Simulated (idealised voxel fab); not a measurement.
This section sets out a process module, namely voxel released beams.
Square cell edge 5 nm, section width 285 nm, ID cut.
For the purposes of this document, a cross-section shall be understood as a grid of square cells, specified as bands listed in top-to-bottom order, each band consisting of one or more rows of cells. Band: top height; bottom height; in nm. Then, left to right: material with width in nm, for each material. "everywhere": a single material spanning edge to edge. "air": empty space. Zero point of the height axis is 0; under it, received wafer = one material. Lowest band: continues down indefinitely, "from 0 down". Top row gets the first number, bottom row gets the second, and each row in between changes by the same step: that is how a band width like "30 to 40" works. Given "remained the same" for a step, no cell of the cross-section differs between before and after that step. "Catalogued sealed voids" specifies each empty space that is not open to the top and that occupies no fewer than 8 cells, using the form width x height at distance, the distance measured from the left edge and all three quantities in nm. Read whatever lies past the settings on a step's line as the simulator's own remark about the step. Each step line may optionally specify "overlay nm", which for a step with a mask gives the rightward distance between the mask's planned place and where it lay, a negative value indicating the leftward direction.

# Process steps (planned)
1: op RECEIVE | material Si
2: op CONFORMAL_DEP | material SiN | thk nm 5
3: op DIRECTIONAL_DEP | material SiO2 | thk nm 10
4: op PATTERN | tone open | mask id ANCHOR | material resist | width nm 35 | thk nm 15 | overlay nm 0
5: op DIRECTIONAL_ETCH | etch materials SiO2 | depth nm 10
6: op STRIP | etch materials resist
7: op CONFORMAL_DEP | material polySi | thk nm 15
8: op DIRECTIONAL_DEP | material aC | thk nm 10
9: op PATTERN | tone cover | mask id BEAM | material resist | width nm 115 | thk nm 25 | overlay nm 0
10: op DIRECTIONAL_ETCH | etch materials aC | depth nm 10
11: op STRIP | etch materials resist
12: op DIRECTIONAL_ETCH | etch materials polySi | depth nm 15
13: op STRIP | etch materials aC
14: op STRIP | etch materials SiO2

# Shown in cross-section is the wafer as received, that is, as it stands after step 1
	from 0 down | Si everywhere
	Catalogued sealed voids: none

# Cross-sectional view of the first of the two wafers upon completion of the module, processed in accordance with the plan
	from 30 to 20 | air=80 | polySi=20 | air=5 | polySi=90 | air=90
	from 20 to 15 | air=80 | polySi=115 | air=90
	from 15 to 5 | air=85 | polySi=35 | air=165
	from 5 to 0 | SiN everywhere
	from 0 down | Si everywhere
	Catalogued sealed voids: none

# Module end: cross-section of wafer two of two. Same start and process plan as the first wafer. One mistake during execution
	from 45 to 30 | air=80 | polySi=115 | air=90
	from 30 to 15 | polySi everywhere
	from 15 to 5 | SiO2=85 | polySi=35 | SiO2=165
	from 5 to 0 | SiN everywhere
	from 0 down | Si everywhere
	Catalogued sealed voids: none
Run error: heads up, step 7 of the plan got done twice
Wrapping up, a cell-based count of both wafers puts the second over or under the first for these materials: SiO2: 100 more | polySi: 173 more
